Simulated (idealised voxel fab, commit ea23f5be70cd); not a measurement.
Process module name: voxel local oxidation
Each square cell in cross-section cut measures 5 nm, and the section as a whole is 290 nm wide.
This document writes a cross-section as a grid whose cells are square, and gives it as bands, listed from the top down; one or more rows of cells form a band.
For a band, the entry starts with two heights in nm, that of the top and then that of the bottom, and carries on with the band's materials in order from left to right, each alongside its width in nm; the word "throughout" beside a single material means it fills the band edge to edge, and "empty" means empty space.
Where do heights start? At 0: under that level the wafer as delivered is made of one material only. And the lowest band has no floor; it just carries on downward, as in "from 0 down".
Quick explanation for "30..40": the width changes in equal steps down the rows of cells, from the first number in the band's top row to the second number in its bottom row.
Reading "remained unchanged" for a step: not a cell of the cross-section changed in it.
In the "Closed void table" entry, you get each enclosed empty space of 8 cells or more, one with no open way to the top, written width x height at distance, distance from the left edge, in nm.
That trailing text on a step's line, after the settings, is the simulator's own remark on the step.
"overlay nm" answers the question of how far to the right of plan the mask lay on a step that has a mask, and when it is negative the answer is to the left.

Process steps foreseen in the plan
| 1 | RECEIVE,material Si |
| 2 | CONFORMAL_DEP,material SiO2,thk nm 5 |
| 3 | CONFORMAL_DEP,material SiN,thk nm 15 |
| 4 | MASKED_ETCH,tone cover,mask id ACTIVE,width nm 90,pitch nm 130,etch materials SiN,depth nm 15,overlay nm 0 |
| 5 | SELECTIVE_ETCH,etch materials SiO2,depth nm 5 |
| 6 | OXIDIZE,depth nm 15 |
| 7 | STRIP,etch materials SiN |

The following pertains to the first of two wafers, which was processed as planned

Wafer cross-section on receipt, i.e. after step 1
- from 0 down  Si throughout
- Closed void table: none

Cross-section of the wafer subsequent to step 2
- from 5 to 0  SiO2 throughout
- No changes below 0.

Cross-section of the wafer subsequent to step 3
- from 20 to 5  SiN throughout
- No changes below 5.

Cross-section of the wafer subsequent to step 4
- from 20 to 5  35 of empty, then 90 of SiN, then 40 of empty, then 90 of SiN, then 35 of empty
- No changes below 5.

Cross-section of the wafer subsequent to step 5
- from 20 to 5  35 of empty, then 90 of SiN, then 40 of empty, then 90 of SiN, then 35 of empty
- from 5 to 0  40 of empty, then 80 of SiO2, then 50 of empty, then 80 of SiO2, then 40 of empty
- No changes below 0.

Cross-section of the wafer subsequent to step 6
- from 20 to 5  35 of empty, then 90 of SiN, then 40 of empty, then 90 of SiN, then 35 of empty
- from 5 to 0  40 of empty, then 80 of SiO2, then 50 of empty, then 80 of SiO2, then 40 of empty
- from 0 to -15  55 of SiO2, then 50 of Si, then 80 of SiO2, then 50 of Si, then 55 of SiO2
- No changes below -15.

Cross-section of the wafer subsequent to step 7
- from 5 to 0  40 of empty, then 80 of SiO2, then 50 of empty, then 80 of SiO2, then 40 of empty
- No changes below 0.

Okay, second wafer. Nothing different at the start, nothing different in the plan, just one mistake somewhere in the running. As far as step 3, counting that step, it's the first wafer all over again

Planned end of step 4: second wafer, cross-section
- from 20 to 5  35 of SiN, then 90 of empty, then 40 of SiN, then 90 of empty, then 35 of SiN
- No changes below 5.

Planned end of step 5: second wafer, cross-section
- from 20 to 5  35 of SiN, then 90 of empty, then 40 of SiN, then 90 of empty, then 35 of SiN
- from 5 to 0  30 of SiO2, then 100 of empty, then 30 of SiO2, then 100 of empty, then 30 of SiO2
- No changes below 0.

Planned end of step 6: second wafer, cross-section
- from 20 to 5  35 of SiN, then 90 of empty, then 40 of SiN, then 90 of empty, then 35 of SiN
- from 5 to 0  30 of SiO2, then 100 of empty, then 30 of SiO2, then 100 of empty, then 30 of SiO2
- from 0 to -15  15 of Si, then 260 of SiO2, then 15 of Si
- No changes below -15.

Planned end of step 7: second wafer, cross-section
- from 5 to 0  30 of SiO2, then 100 of empty, then 30 of SiO2, then 100 of empty, then 30 of SiO2
- No changes below 0.
Which mistake was made when the wafer was run? step 4 was processed under conditions differing from the plan, specifically as MASKED_ETCH,tone open,mask id ACTIVE,width nm 90,pitch nm 130,etch materials SiN,depth nm 15,overlay nm 0
The final cell counts differ between the wafers, with the second having more or fewer of some materials than the first: Si: 42 fewer | SiO2: 28 more
